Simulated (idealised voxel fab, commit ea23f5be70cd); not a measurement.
This section sets out a process module, namely voxel wiring stack.
Cross-section cut spans 210 nm and uses square cells 5 nm in size.
Reading order for cross-sections: top band down to bottom band. Underlying form: a grid of square cells. Band size: one or more rows of cells. Top, bottom (nm), then materials left to right with widths (nm); lone material tagged "all across" fills the whole band edge to edge; "empty" = empty space. Basically, 0 is our baseline, since under it the wafer straight out of the box is all one material. The bottom band has no lower end and keeps on going down, so it looks like "0..down". Width spec "30 to 40" -> top row of cells at first value, bottom row at second value, equal per-row change in between. "all unchanged", as given for a step, is the statement that not any cell of the cross-section underwent a change during that step. Empty spaces counting at least 8 cells and having no open way to the top are listed in "Closed cavity list". The notation width x height at distance is used for each, the distance being from the left edge and all three values in nm. Past the settings on a step's line: simulator remark, on that step. When a step includes a mask, the "overlay nm" setting on its line states how far to the right of its planned place that mask lay, and negative values state how far to the left.
[The following list gives the planned process steps]
- 1: RECEIVE,material Si
- 2: CONFORMAL_DEP,material SiO2,thk nm 10
- 3: CONFORMAL_DEP,material SiCN,thk nm 5
- 4: DIRECTIONAL_DEP,material SiO2,thk nm 25
- 5: PATTERN,tone open,mask id METAL_1,material resist,width nm 30,pitch nm 60,thk nm 20,overlay nm 0
- 6: DIRECTIONAL_ETCH,etch materials SiO2,depth nm 25
- 7: DIRECTIONAL_ETCH,etch materials SiCN,depth nm 5
- 8: STRIP,etch materials resist
- 9: CONFORMAL_DEP,material TiN,thk nm 5
- 10: FILL_DEP,material Cu,thk nm 5
- 11: CMP,height nm 40
- 12: CONFORMAL_DEP,material SiCN,thk nm 5
- 13: DIRECTIONAL_DEP,material lowk,thk nm 25
- 14: PATTERN,tone open,mask id METAL_2_HOLES,material resist,width nm 15,pitch nm 60,thk nm 20,overlay nm 0
- 15: DIRECTIONAL_ETCH,etch materials lowk,depth nm 25
- 16: STRIP,etch materials resist
- 17: PATTERN,tone open,mask id METAL_2,material resist,width nm 30,pitch nm 60,thk nm 20,overlay nm 0
- 18: DIRECTIONAL_ETCH,etch materials lowk,depth nm 15
- 19: DIRECTIONAL_ETCH,etch materials SiCN,depth nm 5
- 20: STRIP,etch materials resist
- 21: CONFORMAL_DEP,material TiN,thk nm 5
- 22: FILL_DEP,material Ru,thk nm 10
- 23: CMP,height nm 70
- 24: CONFORMAL_DEP,material SiCN,thk nm 5
- 25: DIRECTIONAL_DEP,material SiO2,thk nm 15
- 26: PATTERN,tone open,mask id PLUG_2,material resist,width nm 15,thk nm 15,overlay nm 0
- 27: DIRECTIONAL_ETCH,etch materials SiO2,depth nm 15
- 28: DIRECTIONAL_ETCH,etch materials SiCN,depth nm 5
- 29: STRIP,etch materials resist
- 30: EPI,material Ru,thk nm 10
- 31: EPI,material Ru,thk nm 10
- 32: DIRECTIONAL_DEP,material TiN,thk nm 5
- 33: DIRECTIONAL_DEP,material Ru,thk nm 20
- 34: PATTERN,tone cover,mask id METAL_3,material resist,width nm 30,pitch nm 60,thk nm 20,overlay nm 0
- 35: DIRECTIONAL_ETCH,etch materials Ru,depth nm 20
- 36: DIRECTIONAL_ETCH,etch materials TiN,depth nm 5
- 37: STRIP,etch materials resist
- 38: CONFORMAL_DEP,material SiCN,thk nm 5
- 39: FILL_DEP,material SiO2,thk nm 10
- 40: CMP,height nm 115
- 41: CONFORMAL_DEP,material SiCN,thk nm 5
- 42: DIRECTIONAL_DEP,material SiO2,thk nm 30
- 43: PATTERN,tone open,mask id METAL_4_HOLES,material resist,width nm 15,pitch nm 60,thk nm 15,overlay nm 0
- 44: DIRECTIONAL_ETCH,etch materials SiO2,depth nm 30
- 45: STRIP,etch materials resist
- 46: MASKED_ETCH,tone open,mask id METAL_4,width nm 30,pitch nm 60,etch materials SiO2,depth nm 15,overlay nm 0
- 47: MASKED_ETCH,tone open,mask id METAL_4,width nm 30,pitch nm 60,etch materials SiCN,depth nm 5,overlay nm 0
- 48: CONFORMAL_DEP,material TiN,thk nm 5
- 49: FILL_DEP,material Cu,thk nm 10
- 50: CMP,height nm 150
- 51: CONFORMAL_DEP,material SiCN,thk nm 5
[Wafer at receipt (post step 1), cross-section]
- 0..down: Si all across
- Closed cavity list: none
[Module complete, cross-section. Starting point and plan per above. One mistake made in running the module]
- 155..150: SiCN all across
- 150..140: SiO2=60  TiN=5  Cu=20  TiN=5  SiO2=30  TiN=5  Cu=20  TiN=5  SiO2=60
- 140..135: SiO2=60  TiN=5  Cu=5  TiN=20  SiO2=30  TiN=5  Cu=5  TiN=20  SiO2=60
- 135..120: SiO2=60  TiN=5  Cu=5  TiN=5  SiO2=45  TiN=5  Cu=5  TiN=5  SiO2=75
- 120..115: SiCN=60  TiN=15  SiCN=45  TiN=15  SiCN=75
- 115..95: SiO2=55  SiCN=5  Ru=30  SiCN=5  SiO2=20  SiCN=5  Ru=30  SiCN=5  SiO2=55
- 95..90: SiCN=60  TiN=30  SiCN=30  TiN=30  SiCN=60
- 90..75: SiO2=60  Ru=15  SiO2=135
- 75..70: SiCN=60  Ru=15  SiCN=135
- 70..60: lowk=60  TiN=5  Ru=20  TiN=5  lowk=30  TiN=5  Ru=20  TiN=5  lowk=60
- 60..55: lowk=60  TiN=5  Ru=5  TiN=20  lowk=30  TiN=5  Ru=5  TiN=20  lowk=60
- 55..45: lowk=60  TiN=5  Ru=5  TiN=5  lowk=45  TiN=5  Ru=5  TiN=5  lowk=75
- 45..35: SiCN=60  TiN=15 to 30  SiCN=45 to 30  TiN=15 to 30  SiCN=75 to 60
- 35..0: SiO2 all across
- 0..down: Si all across
- Closed cavity list: none
What broke from the plan during processing? a sequencing error occurred in which plan steps 3 and 4 were transposed
